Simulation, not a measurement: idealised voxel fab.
process module | voxel wiring stack
cross-section cut | 300 nm wide | cells 5 nm
A cross-section is a grid of square cells, given in bands from the top down. A band is one or more rows of cells.
Each band's line starts with the height of the band's top and of its bottom, in nm. Then come its materials from left to right, each with its width in nm. One material with "throughout" fills the band from edge to edge. "air" is empty space.
Height 0 is the level under which the wafer as received is all one material. The lowest band goes on downwards, as in "0 down".
A width such as "30 to 40" changes by the same amount from each row of cells to the next, from the band's top row to its bottom row.
"no change" after a step means that no cell of the cross-section changed.
closed voids: empty space of 8 cells or more with no open way to the top, each as width x height at its distance from the left edge, in nm
after a step's settings: what the simulator itself notes on the step
overlay nm, on a step with a mask: how far to the right of its planned place the mask lay; to the left if negative
plan
1 op RECEIVE | material Si
2 op CONFORMAL_DEP | material SiO2 | thk nm 10
3 op DIRECTIONAL_DEP | material TiN | thk nm 5
4 op DIRECTIONAL_DEP | material W | thk nm 25
5 op MASKED_ETCH | tone cover | mask id METAL_1 | width nm 25 | pitch nm 45 | etch materials W | depth nm 25 | overlay nm 0
6 op MASKED_ETCH | tone cover | mask id METAL_1 | width nm 25 | pitch nm 45 | etch materials TiN | depth nm 5 | overlay nm 0
7 op FILL_DEP | material lowk | thk nm 10
8 op CMP | height nm 40
9 op CONFORMAL_DEP | material SiCN | thk nm 5
10 op DIRECTIONAL_DEP | material lowk | thk nm 20
11 op MASKED_ETCH | tone open | mask id PLUG_1 | width nm 15 | pitch nm 45 | etch materials lowk | depth nm 20 | overlay nm 0
12 op MASKED_ETCH | tone open | mask id PLUG_1 | width nm 15 | pitch nm 45 | etch materials SiCN | depth nm 5 | overlay nm 0
13 op CONFORMAL_DEP | material TiN | thk nm 5
14 op FILL_DEP | material W | thk nm 5
15 op CMP | height nm 65
16 op CONFORMAL_DEP | material SiN | thk nm 5
17 op DIRECTIONAL_DEP | material SiO2 | thk nm 20
18 op DIRECTIONAL_DEP | material aC | thk nm 10
19 op PATTERN | tone open | mask id METAL_2 | material resist | width nm 25 | pitch nm 45 | thk nm 25 | overlay nm 0
20 op DIRECTIONAL_ETCH | etch materials aC | depth nm 10
21 op STRIP | etch materials resist
22 op DIRECTIONAL_ETCH | etch materials SiO2 | depth nm 20
23 op DIRECTIONAL_ETCH | etch materials SiN | depth nm 5
24 op STRIP | etch materials aC
25 op CONFORMAL_DEP | material TiN | thk nm 5
26 op FILL_DEP | material Cu | thk nm 5
27 op CMP | height nm 90
28 op CONFORMAL_DEP | material SiN | thk nm 5
first wafer, as planned
as received, after step 1
  0 down: Si throughout
  closed voids: none
after step 2
  10 to 0: SiO2 throughout
  below 0: unchanged
after step 3
  15 to 10: TiN throughout
  below 10: unchanged
after step 4
  40 to 15: W throughout
  below 15: unchanged
after step 5
  40 to 15: air 115 | W 25 | air 20 | W 25 | air 115
  below 15: unchanged
after step 6
  40 to 15: air 115 | W 25 | air 20 | W 25 | air 115
  15 to 10: air 115 | TiN 25 | air 20 | TiN 25 | air 115
  below 10: unchanged
after step 7
  50 to 40: lowk throughout
  40 to 15: lowk 115 | W 25 | lowk 20 | W 25 | lowk 115
  15 to 10: lowk 115 | TiN 25 | lowk 20 | TiN 25 | lowk 115
  below 10: unchanged
after step 8
  40 to 15: lowk 115 | W 25 | lowk 20 | W 25 | lowk 115
  below 15: unchanged
after step 9
  45 to 40: SiCN throughout
  below 40: unchanged
after step 10
  65 to 45: lowk throughout
  below 45: unchanged
after step 11
  65 to 45: lowk 115 | air 15 | lowk 30 | air 15 | lowk 125
  below 45: unchanged
after step 12
  65 to 45: lowk 115 | air 15 | lowk 30 | air 15 | lowk 125
  45 to 40: SiCN 115 | air 15 | SiCN 30 | air 15 | SiCN 125
  below 40: unchanged
after step 13
  70 to 65: TiN 120 | air 5 | TiN 40 | air 5 | TiN 130
  65 to 45: lowk 115 | TiN 5 | air 5 | TiN 5 | lowk 30 | TiN 5 | air 5 | TiN 5 | lowk 125
  45 to 40: SiCN 115 | TiN 15 | SiCN 30 | TiN 15 | SiCN 125
  below 40: unchanged
after step 14
  75 to 70: W throughout
  70 to 65: TiN 120 | W 5 | TiN 40 | W 5 | TiN 130
  65 to 45: lowk 115 | TiN 5 | W 5 | TiN 5 | lowk 30 | TiN 5 | W 5 | TiN 5 | lowk 125
  below 45: unchanged
after step 15
  65 to 45: lowk 115 | TiN 5 | W 5 | TiN 5 | lowk 30 | TiN 5 | W 5 | TiN 5 | lowk 125
  below 45: unchanged
after step 16
  70 to 65: SiN throughout
  below 65: unchanged
after step 17
  90 to 70: SiO2 throughout
  below 70: unchanged
after step 18
  100 to 90: aC throughout
  below 90: unchanged
after step 19
  125 to 100: resist 115 | air 25 | resist 20 | air 25 | resist 115
  below 100: unchanged
after step 20
  115 to 100: resist 115 | air 25 | resist 20 | air 25 | resist 115
  100 to 90: aC 115 | air 25 | aC 20 | air 25 | aC 115
  below 90: unchanged
after step 21
  100 to 90: aC 115 | air 25 | aC 20 | air 25 | aC 115
  below 90: unchanged
after step 22
  100 to 90: aC 115 | air 25 | aC 20 | air 25 | aC 115
  90 to 70: SiO2 115 | air 25 | SiO2 20 | air 25 | SiO2 115
  below 70: unchanged
after step 23
  100 to 90: aC 115 | air 25 | aC 20 | air 25 | aC 115
  90 to 70: SiO2 115 | air 25 | SiO2 20 | air 25 | SiO2 115
  70 to 65: SiN 115 | air 25 | SiN 20 | air 25 | SiN 115
  below 65: unchanged
after step 24
  90 to 70: SiO2 115 | air 25 | SiO2 20 | air 25 | SiO2 115
  below 70: unchanged
after step 25
  95 to 90: TiN 120 | air 15 | TiN 30 | air 15 | TiN 120
  90 to 70: SiO2 115 | TiN 5 | air 15 | TiN 5 | SiO2 20 | TiN 5 | air 15 | TiN 5 | SiO2 115
  70 to 65: SiN 115 | TiN 25 | SiN 20 | TiN 25 | SiN 115
  below 65: unchanged
after step 26
  100 to 95: Cu throughout
  95 to 90: TiN 120 | Cu 15 | TiN 30 | Cu 15 | TiN 120
  90 to 70: SiO2 115 | TiN 5 | Cu 15 | TiN 5 | SiO2 20 | TiN 5 | Cu 15 | TiN 5 | SiO2 115
  below 70: unchanged
after step 27
  90 to 70: SiO2 115 | TiN 5 | Cu 15 | TiN 5 | SiO2 20 | TiN 5 | Cu 15 | TiN 5 | SiO2 115
  below 70: unchanged
after step 28
  95 to 90: SiN throughout
  below 90: unchanged
second wafer: like start, like plan, one mistake. Through step 4 it matches the first wafer
when step 5 should have ended
  40 to 15: air 115 | W 30 | air 15 | W 30 | air 110
  below 15: unchanged
when step 6 should have ended
  40 to 15: air 115 | W 30 | air 15 | W 30 | air 110
  15 to 10: air 115 | TiN 30 | air 15 | TiN 30 | air 110
  below 10: unchanged
when step 7 should have ended
  50 to 40: lowk throughout
  40 to 15: lowk 115 | W 30 | lowk 15 | W 30 | lowk 110
  15 to 10: lowk 115 | TiN 30 | lowk 15 | TiN 30 | lowk 110
  below 10: unchanged
when step 8 should have ended
  40 to 15: lowk 115 | W 30 | lowk 15 | W 30 | lowk 110
  below 15: unchanged
when step 9 should have ended
  45 to 40: SiCN throughout
  below 40: unchanged
when step 10 should have ended
  65 to 45: lowk throughout
  below 45: unchanged
when step 11 should have ended
  65 to 45: lowk 115 | air 15 | lowk 30 | air 15 | lowk 125
  below 45: unchanged
when step 12 should have ended
  65 to 45: lowk 115 | air 15 | lowk 30 | air 15 | lowk 125
  45 to 40: SiCN 115 | air 15 | SiCN 30 | air 15 | SiCN 125
  below 40: unchanged
when step 13 should have ended
  70 to 65: TiN 120 | air 5 | TiN 40 | air 5 | TiN 130
  65 to 45: lowk 115 | TiN 5 | air 5 | TiN 5 | lowk 30 | TiN 5 | air 5 | TiN 5 | lowk 125
  45 to 40: SiCN 115 | TiN 15 | SiCN 30 | TiN 15 | SiCN 125
  below 40: unchanged
when step 14 should have ended
  75 to 70: W throughout
  70 to 65: TiN 120 | W 5 | TiN 40 | W 5 | TiN 130
  65 to 45: lowk 115 | TiN 5 | W 5 | TiN 5 | lowk 30 | TiN 5 | W 5 | TiN 5 | lowk 125
  below 45: unchanged
when step 15 should have ended
  65 to 45: lowk 115 | TiN 5 | W 5 | TiN 5 | lowk 30 | TiN 5 | W 5 | TiN 5 | lowk 125
  below 45: unchanged
when step 16 should have ended
  70 to 65: SiN throughout
  below 65: unchanged
when step 17 should have ended
  90 to 70: SiO2 throughout
  below 70: unchanged
when step 18 should have ended
  100 to 90: aC throughout
  below 90: unchanged
when step 19 should have ended
  125 to 100: resist 115 | air 25 | resist 20 | air 25 | resist 115
  below 100: unchanged
when step 20 should have ended
  115 to 100: resist 115 | air 25 | resist 20 | air 25 | resist 115
  100 to 90: aC 115 | air 25 | aC 20 | air 25 | aC 115
  below 90: unchanged
when step 21 should have ended
  100 to 90: aC 115 | air 25 | aC 20 | air 25 | aC 115
  below 90: unchanged
when step 22 should have ended
  100 to 90: aC 115 | air 25 | aC 20 | air 25 | aC 115
  90 to 70: SiO2 115 | air 25 | SiO2 20 | air 25 | SiO2 115
  below 70: unchanged
when step 23 should have ended
  100 to 90: aC 115 | air 25 | aC 20 | air 25 | aC 115
  90 to 70: SiO2 115 | air 25 | SiO2 20 | air 25 | SiO2 115
  70 to 65: SiN 115 | air 25 | SiN 20 | air 25 | SiN 115
  below 65: unchanged
when step 24 should have ended
  90 to 70: SiO2 115 | air 25 | SiO2 20 | air 25 | SiO2 115
  below 70: unchanged
when step 25 should have ended
  95 to 90: TiN 120 | air 15 | TiN 30 | air 15 | TiN 120
  90 to 70: SiO2 115 | TiN 5 | air 15 | TiN 5 | SiO2 20 | TiN 5 | air 15 | TiN 5 | SiO2 115
  70 to 65: SiN 115 | TiN 25 | SiN 20 | TiN 25 | SiN 115
  below 65: unchanged
when step 26 should have ended
  100 to 95: Cu throughout
  95 to 90: TiN 120 | Cu 15 | TiN 30 | Cu 15 | TiN 120
  90 to 70: SiO2 115 | TiN 5 | Cu 15 | TiN 5 | SiO2 20 | TiN 5 | Cu 15 | TiN 5 | SiO2 115
  below 70: unchanged
when step 27 should have ended
  90 to 70: SiO2 115 | TiN 5 | Cu 15 | TiN 5 | SiO2 20 | TiN 5 | Cu 15 | TiN 5 | SiO2 115
  below 70: unchanged
when step 28 should have ended
  95 to 90: SiN throughout
  below 90: unchanged
what went wrong: step 5 ran as: op MASKED_ETCH | tone cover | mask id METAL_1 | width nm 30 | pitch nm 45 | etch materials W | depth nm 25 | overlay nm 0
at the end the second wafer has, in cells: 2 more of TiN | 10 more of W | 12 fewer of lowk
